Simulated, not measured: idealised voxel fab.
This section sets out a process module, namely voxel tone inversion.
Section cut is 210 nm wide and gridded with 5 nm square cells.
This document writes a cross-section as a grid whose cells are square, and gives it as bands, listed from the top down; one or more rows of cells form a band. Within each band entry, the heights of the top and of the bottom of the band appear first, in that order and in nm; the materials of the band then follow from left to right, each with its corresponding width in nm. The designation "full width" on a single material indicates that it fills the band from edge to edge; the designation "blank" indicates empty space. Zero point of the height axis is 0; under it, received wafer = one material. Lowest band: continues down indefinitely, "0 and below". Width: "30 to 40" (first number = top row, second number = bottom row, same change from row to row of cells). A step reported as "nothing was modified" is a step in which no cell of the cross-section changed. "Internal closed voids" specifies each empty space that is not open to the top and that occupies no fewer than 8 cells, using the form width x height at distance, the distance measured from the left edge and all three quantities in nm. It should be noted that, on the line of a given step, the content following the step's settings is a remark produced by the simulator itself with respect to that step. The setting "overlay nm" may be written on the line of a step. When the step uses a mask, the value reports how far to the right of the planned place the mask lay, and a negative value reports that it lay to the left.
# This section lists the process steps that were planned
1. RECEIVE,material Si
2. CONFORMAL_DEP,material SiN,thk nm 5
3. DIRECTIONAL_DEP,material polySi,thk nm 20
4. PATTERN,tone cover,mask id POSTS,material resist,width nm 20,pitch nm 45,thk nm 30,overlay nm 0
5. DIRECTIONAL_ETCH,etch materials polySi,depth nm 20
6. STRIP,etch materials resist
7. FILL_DEP,material SiO2,thk nm 5
8. CMP,height nm 25
9. STRIP,etch materials polySi
10. CONFORMAL_DEP,material TiN,thk nm 5
11. FILL_DEP,material Cu,thk nm 10
12. CMP,height nm 25
13. CONFORMAL_DEP,material SiN,thk nm 5
# Wafer at receipt (post step 1), cross-section
- 0 and below = Si full width
- Internal closed voids: none
# The first of the two wafers as seen in cross-section once the module was finished; processing followed the plan
- 30 down to 25 = SiN full width
- 25 down to 10 = 50 SiO2  5 TiN  10 Cu  5 TiN  25 SiO2  5 TiN  10 Cu  5 TiN  25 SiO2  5 TiN  10 Cu  5 TiN  50 SiO2
- 10 down to 5 = 50 SiO2  20 TiN  25 SiO2  20 TiN  25 SiO2  20 TiN  50 SiO2
- 5 down to 0 = SiN full width
- 0 and below = Si full width
- Internal closed voids: none
# Wafer two cross-section, module end. Start and plan unchanged from wafer one; one mistake made during the run
- 30 down to 25 = SiN full width
- 25 down to 10 = 45 Cu  5 TiN  20 SiO2  5 TiN  15 Cu  5 TiN  20 SiO2  5 TiN  15 Cu  5 TiN  20 SiO2  5 TiN  45 Cu
- 10 down to 5 = 50 TiN  20 SiO2  25 TiN  20 SiO2  25 TiN  20 SiO2  50 TiN
- 5 down to 0 = SiN full width
- 0 and below = Si full width
- Internal closed voids: none
Diagnosis: step 4, actual vs plan mismatch, actual run PATTERN,tone open,mask id POSTS,material resist,width nm 20,pitch nm 45,thk nm 30,overlay nm 0
Upon completion, the second wafer contains, in terms of cells, a greater or smaller amount of certain materials than the first wafer: +54 Cu, -72 SiO2, +18 TiN
